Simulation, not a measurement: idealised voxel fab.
process module | voxel transistor to metal
cross-section cut | 150 nm wide | cells 5 nm
A cross-section is a grid of square cells, given in bands from the top down. A band is one or more rows of cells.
Each band's line starts with the height of the band's top and of its bottom, in nm. Then come its materials from left to right, each with its width in nm. One material with "throughout" fills the band from edge to edge. "air" is empty space.
Height 0 is the level under which the wafer as received is all one material. The lowest band goes on downwards, as in "0 down".
A width such as "30 to 40" changes by the same amount from each row of cells to the next, from the band's top row to its bottom row.
"no change" after a step means that no cell of the cross-section changed.
closed voids: empty space of 8 cells or more with no open way to the top, each as width x height at its distance from the left edge, in nm
after a step's settings: what the simulator itself notes on the step
overlay nm, on a step with a mask: how far to the right of its planned place the mask lay; to the left if negative
plan
1 op RECEIVE | material Si
2 op CONFORMAL_DEP | material SiO2 | thk nm 5
3 op CONFORMAL_DEP | material SiN | thk nm 10
4 op PATTERN | tone cover | mask id ACTIVE | material resist | width nm 90 | thk nm 15 | overlay nm 0
5 op DIRECTIONAL_ETCH | etch materials SiN | depth nm 10
6 op DIRECTIONAL_ETCH | etch materials SiO2 | depth nm 5
7 op DIRECTIONAL_ETCH | etch materials Si | depth nm 30
8 op STRIP | etch materials resist
9 op FILL_DEP | material SiO2 | thk nm 5
10 op CMP | height nm 15
11 op SELECTIVE_ETCH | etch materials SiO2 | depth nm 5
12 op STRIP | etch materials SiN
13 op SELECTIVE_ETCH | etch materials SiO2 | depth nm 5
14 op OXIDIZE | depth nm 5
15 op DIRECTIONAL_DEP | material polySi | thk nm 30
16 op DIRECTIONAL_DEP | material SiCN | thk nm 15
17 op DIRECTIONAL_DEP | material aC | thk nm 15
18 op PATTERN | tone cover | mask id GATE | material resist | width nm 20 | thk nm 35 | overlay nm 0
19 op DIRECTIONAL_ETCH | etch materials aC | depth nm 15
20 op STRIP | etch materials resist
21 op DIRECTIONAL_ETCH | etch materials SiCN | depth nm 25
22 op DIRECTIONAL_ETCH | etch materials polySi | depth nm 40
23 op STRIP | etch materials aC
24 op CONFORMAL_DEP | material SiN | thk nm 5
25 op DIRECTIONAL_ETCH | etch materials SiN | depth nm 5
26 op DIRECTIONAL_ETCH | etch materials SiO2 | depth nm 5
27 op DIRECTIONAL_ETCH | etch materials Si | depth nm 10
28 op EPI | material SiGe | thk nm 15
29 op FILL_DEP | material SiO2 | thk nm 10
30 op CMP | height nm 45
31 op DIRECTIONAL_DEP | material SiO2 | thk nm 15
32 op DIRECTIONAL_DEP | material aC | thk nm 15
33 op PATTERN | tone open | mask id CONTACT | material resist | width nm 15 | pitch nm 65 | thk nm 35 | overlay nm 0
34 op DIRECTIONAL_ETCH | etch materials aC | depth nm 15
35 op STRIP | etch materials resist
36 op DIRECTIONAL_ETCH | etch materials SiO2 | depth nm 60
37 op STRIP | etch materials aC
38 op CONFORMAL_DEP | material TiN | thk nm 5
39 op FILL_DEP | material Ru | thk nm 5
40 op CMP | height nm 60
41 op CONFORMAL_DEP | material SiN | thk nm 5
42 op DIRECTIONAL_DEP | material SiO2 | thk nm 25
43 op MASKED_ETCH | tone open | mask id METAL_1 | width nm 15 | pitch nm 65 | etch materials SiO2 | depth nm 25 | overlay nm 0
44 op MASKED_ETCH | tone open | mask id METAL_1 | width nm 15 | pitch nm 65 | etch materials SiN | depth nm 5 | overlay nm 0
45 op CONFORMAL_DEP | material TiN | thk nm 5
46 op FILL_DEP | material Ru | thk nm 5
47 op CMP | height nm 90
48 op CONFORMAL_DEP | material SiCN | thk nm 5
first wafer, as planned
as received, after step 1
  0 down: Si throughout
  closed voids: none
after step 2
  5 to 0: SiO2 throughout
  below 0: unchanged
after step 3
  15 to 5: SiN throughout
  below 5: unchanged
after step 4
  30 to 15: air 30 | resist 90 | air 30
  below 15: unchanged
after step 5
  30 to 15: air 30 | resist 90 | air 30
  15 to 5: air 30 | SiN 90 | air 30
  below 5: unchanged
after step 6
  30 to 15: air 30 | resist 90 | air 30
  15 to 5: air 30 | SiN 90 | air 30
  5 to 0: air 30 | SiO2 90 | air 30
  below 0: unchanged
after step 7
  30 to 15: air 30 | resist 90 | air 30
  15 to 5: air 30 | SiN 90 | air 30
  5 to 0: air 30 | SiO2 90 | air 30
  0 to -30: air 30 | Si 90 | air 30
  below -30: unchanged
after step 8
  15 to 5: air 30 | SiN 90 | air 30
  below 5: unchanged
after step 9
  20 to 15: SiO2 throughout
  15 to 5: SiO2 30 | SiN 90 | SiO2 30
  5 to 0: SiO2 throughout
  0 to -30: SiO2 30 | Si 90 | SiO2 30
  below -30: unchanged
after step 10
  15 to 5: SiO2 30 | SiN 90 | SiO2 30
  below 5: unchanged
after step 11
  15 to 10: air 30 | SiN 90 | air 30
  below 10: unchanged
after step 12
  10 to 5: SiO2 30 | air 90 | SiO2 30
  below 5: unchanged
after step 13
  5 to 0: SiO2 25 | air 100 | SiO2 25
  below 0: unchanged
after step 14
  5 to 0: SiO2 25 | air 100 | SiO2 25
  0 to -5: SiO2 throughout
  below -5: unchanged
after step 15
  35 to 30: polySi 25 | air 100 | polySi 25
  30 to 5: polySi throughout
  5 to 0: SiO2 25 | polySi 100 | SiO2 25
  below 0: unchanged
after step 16
  50 to 45: SiCN 25 | air 100 | SiCN 25
  45 to 35: SiCN throughout
  35 to 30: polySi 25 | SiCN 100 | polySi 25
  below 30: unchanged
after step 17
  65 to 60: aC 25 | air 100 | aC 25
  60 to 50: aC throughout
  50 to 45: SiCN 25 | aC 100 | SiCN 25
  below 45: unchanged
after step 18
  100 to 65: air 65 | resist 20 | air 65
  65 to 60: aC 25 | air 40 | resist 20 | air 40 | aC 25
  below 60: unchanged
after step 19
  85 to 60: air 65 | resist 20 | air 65
  60 to 50: air 65 | aC 20 | air 65
  50 to 45: SiCN 25 | air 40 | aC 20 | air 40 | SiCN 25
  below 45: unchanged
after step 20
  60 to 50: air 65 | aC 20 | air 65
  below 50: unchanged
after step 21
  60 to 45: air 65 | aC 20 | air 65
  45 to 35: air 65 | SiCN 20 | air 65
  35 to 30: polySi 25 | air 40 | SiCN 20 | air 40 | polySi 25
  below 30: unchanged
after step 22
  60 to 45: air 65 | aC 20 | air 65
  45 to 30: air 65 | SiCN 20 | air 65
  30 to 5: air 65 | polySi 20 | air 65
  5 to 0: SiO2 25 | air 40 | polySi 20 | air 40 | SiO2 25
  below 0: unchanged
after step 23
  45 to 30: air 65 | SiCN 20 | air 65
  below 30: unchanged
after step 24
  50 to 45: air 60 | SiN 30 | air 60
  45 to 30: air 60 | SiN 5 | SiCN 20 | SiN 5 | air 60
  30 to 10: air 60 | SiN 5 | polySi 20 | SiN 5 | air 60
  10 to 5: SiN 30 | air 30 | SiN 5 | polySi 20 | SiN 5 | air 30 | SiN 30
  5 to 0: SiO2 25 | SiN 40 | polySi 20 | SiN 40 | SiO2 25
  below 0: unchanged
after step 25
  45 to 30: air 60 | SiN 5 | SiCN 20 | SiN 5 | air 60
  30 to 5: air 60 | SiN 5 | polySi 20 | SiN 5 | air 60
  5 to 0: SiO2 25 | SiN 5 | air 30 | SiN 5 | polySi 20 | SiN 5 | air 30 | SiN 5 | SiO2 25
  below 0: unchanged
after step 26
  45 to 30: air 60 | SiN 5 | SiCN 20 | SiN 5 | air 60
  30 to 5: air 60 | SiN 5 | polySi 20 | SiN 5 | air 60
  5 to 0: air 25 | SiN 5 | air 30 | SiN 5 | polySi 20 | SiN 5 | air 30 | SiN 5 | air 25
  0 to -5: SiO2 30 | air 30 | SiO2 30 | air 30 | SiO2 30
  below -5: unchanged
after step 27
  45 to 30: air 60 | SiN 5 | SiCN 20 | SiN 5 | air 60
  30 to 5: air 60 | SiN 5 | polySi 20 | SiN 5 | air 60
  5 to 0: air 25 | SiN 5 | air 30 | SiN 5 | polySi 20 | SiN 5 | air 30 | SiN 5 | air 25
  0 to -5: SiO2 30 | air 30 | SiO2 30 | air 30 | SiO2 30
  -5 to -15: SiO2 30 | air 30 | Si 30 | air 30 | SiO2 30
  below -15: unchanged
after step 28
  45 to 30: air 60 | SiN 5 | SiCN 20 | SiN 5 | air 60
  30 to 10: air 60 | SiN 5 | polySi 20 | SiN 5 | air 60
  10 to 5: air 45 | SiGe 15 | SiN 5 | polySi 20 | SiN 5 | SiGe 15 | air 45
  5 to 0: air 25 | SiN 5 | air 15 | SiGe 15 | SiN 5 | polySi 20 | SiN 5 | SiGe 15 | air 15 | SiN 5 | air 25
  0 to -5: SiO2 30 | SiGe 30 | SiO2 30 | SiGe 30 | SiO2 30
  -5 to -15: SiO2 30 | SiGe 30 | Si 30 | SiGe 30 | SiO2 30
  below -15: unchanged
after step 29
  55 to 45: SiO2 throughout
  45 to 30: SiO2 60 | SiN 5 | SiCN 20 | SiN 5 | SiO2 60
  30 to 10: SiO2 60 | SiN 5 | polySi 20 | SiN 5 | SiO2 60
  10 to 5: SiO2 45 | SiGe 15 | SiN 5 | polySi 20 | SiN 5 | SiGe 15 | SiO2 45
  5 to 0: SiO2 25 | SiN 5 | SiO2 15 | SiGe 15 | SiN 5 | polySi 20 | SiN 5 | SiGe 15 | SiO2 15 | SiN 5 | SiO2 25
  below 0: unchanged
after step 30
  45 to 30: SiO2 60 | SiN 5 | SiCN 20 | SiN 5 | SiO2 60
  below 30: unchanged
after step 31
  60 to 45: SiO2 throughout
  below 45: unchanged
after step 32
  75 to 60: aC throughout
  below 60: unchanged
after step 33
  110 to 75: resist 35 | air 15 | resist 50 | air 15 | resist 35
  below 75: unchanged
after step 34
  95 to 75: resist 35 | air 15 | resist 50 | air 15 | resist 35
  75 to 60: aC 35 | air 15 | aC 50 | air 15 | aC 35
  below 60: unchanged
after step 35
  75 to 60: aC 35 | air 15 | aC 50 | air 15 | aC 35
  below 60: unchanged
after step 36
  75 to 60: aC 35 | air 15 | aC 50 | air 15 | aC 35
  60 to 45: SiO2 35 | air 15 | SiO2 50 | air 15 | SiO2 35
  45 to 30: SiO2 35 | air 15 | SiO2 10 | SiN 5 | SiCN 20 | SiN 5 | SiO2 10 | air 15 | SiO2 35
  30 to 10: SiO2 35 | air 15 | SiO2 10 | SiN 5 | polySi 20 | SiN 5 | SiO2 10 | air 15 | SiO2 35
  10 to 5: SiO2 35 | air 10 | SiGe 15 | SiN 5 | polySi 20 | SiN 5 | SiGe 15 | air 10 | SiO2 35
  5 to 0: SiO2 25 | SiN 5 | SiO2 5 | air 10 | SiGe 15 | SiN 5 | polySi 20 | SiN 5 | SiGe 15 | air 10 | SiO2 5 | SiN 5 | SiO2 25
  below 0: unchanged
after step 37
  60 to 45: SiO2 35 | air 15 | SiO2 50 | air 15 | SiO2 35
  below 45: unchanged
after step 38
  65 to 60: TiN 40 | air 5 | TiN 60 | air 5 | TiN 40
  60 to 45: SiO2 35 | TiN 5 | air 5 | TiN 5 | SiO2 50 | TiN 5 | air 5 | TiN 5 | SiO2 35
  45 to 30: SiO2 35 | TiN 5 | air 5 | TiN 5 | SiO2 10 | SiN 5 | SiCN 20 | SiN 5 | SiO2 10 | TiN 5 | air 5 | TiN 5 | SiO2 35
  30 to 15: SiO2 35 | TiN 5 | air 5 | TiN 5 | SiO2 10 | SiN 5 | polySi 20 | SiN 5 | SiO2 10 | TiN 5 | air 5 | TiN 5 | SiO2 35
  15 to 10: SiO2 35 | TiN 15 | SiO2 10 | SiN 5 | polySi 20 | SiN 5 | SiO2 10 | TiN 15 | SiO2 35
  10 to 5: SiO2 35 | TiN 10 | SiGe 15 | SiN 5 | polySi 20 | SiN 5 | SiGe 15 | TiN 10 | SiO2 35
  5 to 0: SiO2 25 | SiN 5 | SiO2 5 | TiN 10 | SiGe 15 | SiN 5 | polySi 20 | SiN 5 | SiGe 15 | TiN 10 | SiO2 5 | SiN 5 | SiO2 25
  below 0: unchanged
after step 39
  70 to 65: Ru throughout
  65 to 60: TiN 40 | Ru 5 | TiN 60 | Ru 5 | TiN 40
  60 to 45: SiO2 35 | TiN 5 | Ru 5 | TiN 5 | SiO2 50 | TiN 5 | Ru 5 | TiN 5 | SiO2 35
  45 to 30: SiO2 35 | TiN 5 | Ru 5 | TiN 5 | SiO2 10 | SiN 5 | SiCN 20 | SiN 5 | SiO2 10 | TiN 5 | Ru 5 | TiN 5 | SiO2 35
  30 to 15: SiO2 35 | TiN 5 | Ru 5 | TiN 5 | SiO2 10 | SiN 5 | polySi 20 | SiN 5 | SiO2 10 | TiN 5 | Ru 5 | TiN 5 | SiO2 35
  below 15: unchanged
after step 40
  60 to 45: SiO2 35 | TiN 5 | Ru 5 | TiN 5 | SiO2 50 | TiN 5 | Ru 5 | TiN 5 | SiO2 35
  below 45: unchanged
after step 41
  65 to 60: SiN throughout
  below 60: unchanged
after step 42
  90 to 65: SiO2 throughout
  below 65: unchanged
after step 43
  90 to 65: SiO2 35 | air 15 | SiO2 50 | air 15 | SiO2 35
  below 65: unchanged
after step 44
  90 to 65: SiO2 35 | air 15 | SiO2 50 | air 15 | SiO2 35
  65 to 60: SiN 35 | air 15 | SiN 50 | air 15 | SiN 35
  below 60: unchanged
after step 45
  95 to 90: TiN 40 | air 5 | TiN 60 | air 5 | TiN 40
  90 to 65: SiO2 35 | TiN 5 | air 5 | TiN 5 | SiO2 50 | TiN 5 | air 5 | TiN 5 | SiO2 35
  65 to 60: SiN 35 | TiN 15 | SiN 50 | TiN 15 | SiN 35
  below 60: unchanged
after step 46
  100 to 95: Ru throughout
  95 to 90: TiN 40 | Ru 5 | TiN 60 | Ru 5 | TiN 40
  90 to 65: SiO2 35 | TiN 5 | Ru 5 | TiN 5 | SiO2 50 | TiN 5 | Ru 5 | TiN 5 | SiO2 35
  below 65: unchanged
after step 47
  90 to 65: SiO2 35 | TiN 5 | Ru 5 | TiN 5 | SiO2 50 | TiN 5 | Ru 5 | TiN 5 | SiO2 35
  below 65: unchanged
after step 48
  95 to 90: SiCN throughout
  below 90: unchanged
second wafer: like start, like plan, one mistake. Through step 1 it matches the first wafer
when step 2 should have ended: no change
when step 3 should have ended
  10 to 0: SiN throughout
  below 0: unchanged
when step 4 should have ended
  25 to 10: air 30 | resist 90 | air 30
  below 10: unchanged
when step 5 should have ended
  25 to 10: air 30 | resist 90 | air 30
  10 to 0: air 30 | SiN 90 | air 30
  below 0: unchanged
when step 6 should have ended: no change
when step 7 should have ended
  25 to 10: air 30 | resist 90 | air 30
  10 to 0: air 30 | SiN 90 | air 30
  0 to -30: air 30 | Si 90 | air 30
  below -30: unchanged
when step 8 should have ended
  10 to 0: air 30 | SiN 90 | air 30
  below 0: unchanged
when step 9 should have ended
  15 to 10: SiO2 throughout
  10 to 0: SiO2 30 | SiN 90 | SiO2 30
  0 to -30: SiO2 30 | Si 90 | SiO2 30
  below -30: unchanged
when step 10 should have ended: no change
when step 11 should have ended
  10 to 0: SiO2 30 | SiN 90 | SiO2 30
  below 0: unchanged
when step 12 should have ended
  10 to 0: SiO2 30 | air 90 | SiO2 30
  below 0: unchanged
when step 13 should have ended
  5 to 0: SiO2 25 | air 100 | SiO2 25
  0 to -5: SiO2 25 | air 5 | Si 90 | air 5 | SiO2 25
  below -5: unchanged
when step 14 should have ended
  5 to 0: SiO2 25 | air 100 | SiO2 25
  0 to -5: SiO2 25 | air 5 | SiO2 90 | air 5 | SiO2 25
  -5 to -10: SiO2 35 | Si 80 | SiO2 35
  below -10: unchanged
when step 15 should have ended
  35 to 30: polySi 25 | air 100 | polySi 25
  30 to 25: polySi 25 | air 5 | polySi 90 | air 5 | polySi 25
  25 to 5: polySi throughout
  5 to 0: SiO2 25 | polySi 100 | SiO2 25
  0 to -5: SiO2 25 | polySi 5 | SiO2 90 | polySi 5 | SiO2 25
  below -5: unchanged
when step 16 should have ended
  50 to 45: SiCN 25 | air 100 | SiCN 25
  45 to 40: SiCN 25 | air 5 | SiCN 90 | air 5 | SiCN 25
  40 to 35: SiCN throughout
  35 to 30: polySi 25 | SiCN 100 | polySi 25
  30 to 25: polySi 25 | SiCN 5 | polySi 90 | SiCN 5 | polySi 25
  below 25: unchanged
when step 17 should have ended
  65 to 60: aC 25 | air 100 | aC 25
  60 to 55: aC 25 | air 5 | aC 90 | air 5 | aC 25
  55 to 50: aC throughout
  50 to 45: SiCN 25 | aC 100 | SiCN 25
  45 to 40: SiCN 25 | aC 5 | SiCN 90 | aC 5 | SiCN 25
  below 40: unchanged
when step 18 should have ended
  100 to 65: air 65 | resist 20 | air 65
  65 to 60: aC 25 | air 40 | resist 20 | air 40 | aC 25
  below 60: unchanged
when step 19 should have ended
  85 to 60: air 65 | resist 20 | air 65
  60 to 50: air 65 | aC 20 | air 65
  50 to 45: SiCN 25 | air 40 | aC 20 | air 40 | SiCN 25
  45 to 40: SiCN 25 | air 5 | SiCN 90 | air 5 | SiCN 25
  below 40: unchanged
when step 20 should have ended
  60 to 50: air 65 | aC 20 | air 65
  below 50: unchanged
when step 21 should have ended
  60 to 45: air 65 | aC 20 | air 65
  45 to 35: air 65 | SiCN 20 | air 65
  35 to 30: polySi 25 | air 40 | SiCN 20 | air 40 | polySi 25
  30 to 25: polySi 25 | air 5 | polySi 90 | air 5 | polySi 25
  below 25: unchanged
when step 22 should have ended
  60 to 45: air 65 | aC 20 | air 65
  45 to 30: air 65 | SiCN 20 | air 65
  30 to 5: air 65 | polySi 20 | air 65
  5 to 0: SiO2 25 | air 40 | polySi 20 | air 40 | SiO2 25
  0 to -5: SiO2 25 | air 5 | SiO2 90 | air 5 | SiO2 25
  below -5: unchanged
when step 23 should have ended
  45 to 30: air 65 | SiCN 20 | air 65
  below 30: unchanged
when step 24 should have ended
  50 to 45: air 60 | SiN 30 | air 60
  45 to 30: air 60 | SiN 5 | SiCN 20 | SiN 5 | air 60
  30 to 10: air 60 | SiN 5 | polySi 20 | SiN 5 | air 60
  10 to 5: SiN 30 | air 30 | SiN 5 | polySi 20 | SiN 5 | air 30 | SiN 30
  5 to 0: SiO2 25 | SiN 40 | polySi 20 | SiN 40 | SiO2 25
  0 to -5: SiO2 25 | SiN 5 | SiO2 90 | SiN 5 | SiO2 25
  below -5: unchanged
when step 25 should have ended
  45 to 30: air 60 | SiN 5 | SiCN 20 | SiN 5 | air 60
  30 to 5: air 60 | SiN 5 | polySi 20 | SiN 5 | air 60
  5 to 0: SiO2 25 | SiN 5 | air 30 | SiN 5 | polySi 20 | SiN 5 | air 30 | SiN 5 | SiO2 25
  below 0: unchanged
when step 26 should have ended
  45 to 30: air 60 | SiN 5 | SiCN 20 | SiN 5 | air 60
  30 to 5: air 60 | SiN 5 | polySi 20 | SiN 5 | air 60
  5 to 0: air 25 | SiN 5 | air 30 | SiN 5 | polySi 20 | SiN 5 | air 30 | SiN 5 | air 25
  0 to -5: SiO2 25 | SiN 5 | air 30 | SiO2 30 | air 30 | SiN 5 | SiO2 25
  below -5: unchanged
when step 27 should have ended
  45 to 30: air 60 | SiN 5 | SiCN 20 | SiN 5 | air 60
  30 to 5: air 60 | SiN 5 | polySi 20 | SiN 5 | air 60
  5 to 0: air 25 | SiN 5 | air 30 | SiN 5 | polySi 20 | SiN 5 | air 30 | SiN 5 | air 25
  0 to -5: SiO2 25 | SiN 5 | air 30 | SiO2 30 | air 30 | SiN 5 | SiO2 25
  -5 to -10: SiO2 35 | air 25 | Si 30 | air 25 | SiO2 35
  -10 to -15: SiO2 30 | Si 5 | air 25 | Si 30 | air 25 | Si 5 | SiO2 30
  below -15: unchanged
when step 28 should have ended
  45 to 30: air 60 | SiN 5 | SiCN 20 | SiN 5 | air 60
  30 to 10: air 60 | SiN 5 | polySi 20 | SiN 5 | air 60
  10 to 5: air 45 | SiGe 15 | SiN 5 | polySi 20 | SiN 5 | SiGe 15 | air 45
  5 to 0: air 25 | SiN 5 | SiGe 30 | SiN 5 | polySi 20 | SiN 5 | SiGe 30 | SiN 5 | air 25
  0 to -5: SiO2 25 | SiN 5 | SiGe 30 | SiO2 30 | SiGe 30 | SiN 5 | SiO2 25
  -5 to -10: SiO2 35 | SiGe 25 | Si 30 | SiGe 25 | SiO2 35
  -10 to -15: SiO2 30 | Si 5 | SiGe 25 | Si 30 | SiGe 25 | Si 5 | SiO2 30
  below -15: unchanged
when step 29 should have ended
  55 to 45: SiO2 throughout
  45 to 30: SiO2 60 | SiN 5 | SiCN 20 | SiN 5 | SiO2 60
  30 to 10: SiO2 60 | SiN 5 | polySi 20 | SiN 5 | SiO2 60
  10 to 5: SiO2 45 | SiGe 15 | SiN 5 | polySi 20 | SiN 5 | SiGe 15 | SiO2 45
  5 to 0: SiO2 25 | SiN 5 | SiGe 30 | SiN 5 | polySi 20 | SiN 5 | SiGe 30 | SiN 5 | SiO2 25
  below 0: unchanged
when step 30 should have ended
  45 to 30: SiO2 60 | SiN 5 | SiCN 20 | SiN 5 | SiO2 60
  below 30: unchanged
when step 31 should have ended
  60 to 45: SiO2 throughout
  below 45: unchanged
when step 32 should have ended
  75 to 60: aC throughout
  below 60: unchanged
when step 33 should have ended
  110 to 75: resist 35 | air 15 | resist 50 | air 15 | resist 35
  below 75: unchanged
when step 34 should have ended
  95 to 75: resist 35 | air 15 | resist 50 | air 15 | resist 35
  75 to 60: aC 35 | air 15 | aC 50 | air 15 | aC 35
  below 60: unchanged
when step 35 should have ended
  75 to 60: aC 35 | air 15 | aC 50 | air 15 | aC 35
  below 60: unchanged
when step 36 should have ended
  75 to 60: aC 35 | air 15 | aC 50 | air 15 | aC 35
  60 to 45: SiO2 35 | air 15 | SiO2 50 | air 15 | SiO2 35
  45 to 30: SiO2 35 | air 15 | SiO2 10 | SiN 5 | SiCN 20 | SiN 5 | SiO2 10 | air 15 | SiO2 35
  30 to 10: SiO2 35 | air 15 | SiO2 10 | SiN 5 | polySi 20 | SiN 5 | SiO2 10 | air 15 | SiO2 35
  10 to 5: SiO2 35 | air 10 | SiGe 15 | SiN 5 | polySi 20 | SiN 5 | SiGe 15 | air 10 | SiO2 35
  below 5: unchanged
when step 37 should have ended
  60 to 45: SiO2 35 | air 15 | SiO2 50 | air 15 | SiO2 35
  below 45: unchanged
when step 38 should have ended
  65 to 60: TiN 40 | air 5 | TiN 60 | air 5 | TiN 40
  60 to 45: SiO2 35 | TiN 5 | air 5 | TiN 5 | SiO2 50 | TiN 5 | air 5 | TiN 5 | SiO2 35
  45 to 30: SiO2 35 | TiN 5 | air 5 | TiN 5 | SiO2 10 | SiN 5 | SiCN 20 | SiN 5 | SiO2 10 | TiN 5 | air 5 | TiN 5 | SiO2 35
  30 to 15: SiO2 35 | TiN 5 | air 5 | TiN 5 | SiO2 10 | SiN 5 | polySi 20 | SiN 5 | SiO2 10 | TiN 5 | air 5 | TiN 5 | SiO2 35
  15 to 10: SiO2 35 | TiN 15 | SiO2 10 | SiN 5 | polySi 20 | SiN 5 | SiO2 10 | TiN 15 | SiO2 35
  10 to 5: SiO2 35 | TiN 10 | SiGe 15 | SiN 5 | polySi 20 | SiN 5 | SiGe 15 | TiN 10 | SiO2 35
  below 5: unchanged
when step 39 should have ended
  70 to 65: Ru throughout
  65 to 60: TiN 40 | Ru 5 | TiN 60 | Ru 5 | TiN 40
  60 to 45: SiO2 35 | TiN 5 | Ru 5 | TiN 5 | SiO2 50 | TiN 5 | Ru 5 | TiN 5 | SiO2 35
  45 to 30: SiO2 35 | TiN 5 | Ru 5 | TiN 5 | SiO2 10 | SiN 5 | SiCN 20 | SiN 5 | SiO2 10 | TiN 5 | Ru 5 | TiN 5 | SiO2 35
  30 to 15: SiO2 35 | TiN 5 | Ru 5 | TiN 5 | SiO2 10 | SiN 5 | polySi 20 | SiN 5 | SiO2 10 | TiN 5 | Ru 5 | TiN 5 | SiO2 35
  below 15: unchanged
when step 40 should have ended
  60 to 45: SiO2 35 | TiN 5 | Ru 5 | TiN 5 | SiO2 50 | TiN 5 | Ru 5 | TiN 5 | SiO2 35
  below 45: unchanged
when step 41 should have ended
  65 to 60: SiN throughout
  below 60: unchanged
when step 42 should have ended
  90 to 65: SiO2 throughout
  below 65: unchanged
when step 43 should have ended
  90 to 65: SiO2 35 | air 15 | SiO2 50 | air 15 | SiO2 35
  below 65: unchanged
when step 44 should have ended
  90 to 65: SiO2 35 | air 15 | SiO2 50 | air 15 | SiO2 35
  65 to 60: SiN 35 | air 15 | SiN 50 | air 15 | SiN 35
  below 60: unchanged
when step 45 should have ended
  95 to 90: TiN 40 | air 5 | TiN 60 | air 5 | TiN 40
  90 to 65: SiO2 35 | TiN 5 | air 5 | TiN 5 | SiO2 50 | TiN 5 | air 5 | TiN 5 | SiO2 35
  65 to 60: SiN 35 | TiN 15 | SiN 50 | TiN 15 | SiN 35
  below 60: unchanged
when step 46 should have ended
  100 to 95: Ru throughout
  95 to 90: TiN 40 | Ru 5 | TiN 60 | Ru 5 | TiN 40
  90 to 65: SiO2 35 | TiN 5 | Ru 5 | TiN 5 | SiO2 50 | TiN 5 | Ru 5 | TiN 5 | SiO2 35
  below 65: unchanged
when step 47 should have ended
  90 to 65: SiO2 35 | TiN 5 | Ru 5 | TiN 5 | SiO2 50 | TiN 5 | Ru 5 | TiN 5 | SiO2 35
  below 65: unchanged
when step 48 should have ended
  95 to 90: SiCN throughout
  below 90: unchanged
what went wrong: step 2 was left out
at the end the second wafer has, in cells: 2 more of Si | 2 more of SiGe | 2 more of SiN | 2 fewer of SiO2 | 4 fewer of TiN
